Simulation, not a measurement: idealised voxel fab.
voxel trench capacitor: a process module
The cross-section shown here is cut; it is 240 nm wide and divided into square cells measuring 5 nm on a side.
In this document a cross-section is written as a grid of square cells. It is given as a series of bands, listed from the top down, and a band is one or more rows of cells.
It is stipulated that each band's entry specify, in nanometres, the height of the top of the band and then that of its bottom, followed by the materials of the band in left-to-right sequence, each together with its width in nanometres. A single material marked by the word "all across" is understood to fill the band from edge to edge; the word "air" is understood to denote empty space.
Heights are reckoned from 0. Under this level, the received wafer is all of one material. The bottommost band is open-ended downward, for example "from 0 down".
Think of "30 to 40" as a width that walks from the first number to the second as you go down the band, top row to bottom row, taking equal-sized steps from row to row.
"all unchanged" after a step means that no cell of the cross-section changed.
In the "Sealed-off cavities" entry, you get each enclosed empty space of 8 cells or more, one with no open way to the top, written width x height at distance, distance from the left edge, in nm.
Whatever follows a step's settings on its line is a remark the simulator itself makes about that step.
overlay nm: mask right of planned place by this much (step with mask). Neg. = left.
# The planned process steps are enumerated hereunder
| 1 | RECEIVE | material Si |
| 2 | CONFORMAL_DEP | material SiN | thk nm 10 |
| 3 | MASKED_ETCH | tone open | mask id TRENCH | width nm 30 | pitch nm 60 | etch materials SiN | depth nm 10 | overlay nm 0 |
| 4 | MASKED_ETCH | tone open | mask id TRENCH | width nm 30 | pitch nm 60 | etch materials Si | depth nm 30 | overlay nm 0 |
| 5 | CONFORMAL_DEP | material Al2O3 | thk nm 5 |
| 6 | CONFORMAL_DEP | material TiN | thk nm 5 |
| 7 | FILL_DEP | material W | thk nm 10 |
| 8 | CMP | height nm 10 |
# Cross-section of the wafer upon arrival, representing the state reached after step 1
from 0 down = Si all across
Sealed-off cavities: none
# First of two wafers, end-of-module section, run followed plan
from 10 to 0 = SiN 45 nm, then Al2O3 5 nm, then TiN 5 nm, then W 10 nm, then TiN 5 nm, then Al2O3 5 nm, then SiN 30 nm, then Al2O3 5 nm, then TiN 5 nm, then W 10 nm, then TiN 5 nm, then Al2O3 5 nm, then SiN 30 nm, then Al2O3 5 nm, then TiN 5 nm, then W 10 nm, then TiN 5 nm, then Al2O3 5 nm, then SiN 45 nm
from 0 to -20 = Si 45 nm, then Al2O3 5 nm, then TiN 5 nm, then W 10 nm, then TiN 5 nm, then Al2O3 5 nm, then Si 30 nm, then Al2O3 5 nm, then TiN 5 nm, then W 10 nm, then TiN 5 nm, then Al2O3 5 nm, then Si 30 nm, then Al2O3 5 nm, then TiN 5 nm, then W 10 nm, then TiN 5 nm, then Al2O3 5 nm, then Si 45 nm
from -20 to -25 = Si 45 nm, then Al2O3 5 nm, then TiN 20 nm, then Al2O3 5 nm, then Si 30 nm, then Al2O3 5 nm, then TiN 20 nm, then Al2O3 5 nm, then Si 30 nm, then Al2O3 5 nm, then TiN 20 nm, then Al2O3 5 nm, then Si 45 nm
from -25 to -30 = Si 45 nm, then Al2O3 30 nm, then Si 30 nm, then Al2O3 30 nm, then Si 30 nm, then Al2O3 30 nm, then Si 45 nm
from -30 down = Si all across
Sealed-off cavities: none
# Second wafer cross-section at end of module - shared start and plan with the first, one mistake in the run
from 10 to 0 = SiN 45 nm, then Al2O3 5 to 15 nm, then TiN 20 to 10 nm, then Al2O3 5 nm, then SiN 30 nm, then Al2O3 5 to 15 nm, then TiN 20 to 10 nm, then Al2O3 5 nm, then SiN 30 nm, then Al2O3 5 to 15 nm, then TiN 20 to 10 nm, then Al2O3 5 nm, then SiN 45 nm
from 0 to -25 = Si 55 nm, then Al2O3 5 nm, then TiN 10 nm, then Al2O3 5 nm, then Si 40 nm, then Al2O3 5 nm, then TiN 10 nm, then Al2O3 5 nm, then Si 40 nm, then Al2O3 5 nm, then TiN 10 nm, then Al2O3 5 nm, then Si 45 nm
from -25 to -30 = Si 55 nm, then Al2O3 20 nm, then Si 40 nm, then Al2O3 20 nm, then Si 40 nm, then Al2O3 20 nm, then Si 45 nm
from -30 down = Si all across
Sealed-off cavities: none
Against the plan, the run slipped here: step 4 deviated from plan and actually ran as MASKED_ETCH | tone open | mask id TRENCH | width nm 30 | pitch nm 60 | etch materials Si | depth nm 30 | overlay nm 10
Looking at both finished wafers in cells, the second ends up ahead of or behind the first on some materials: Si: 36 more, W: 36 fewer
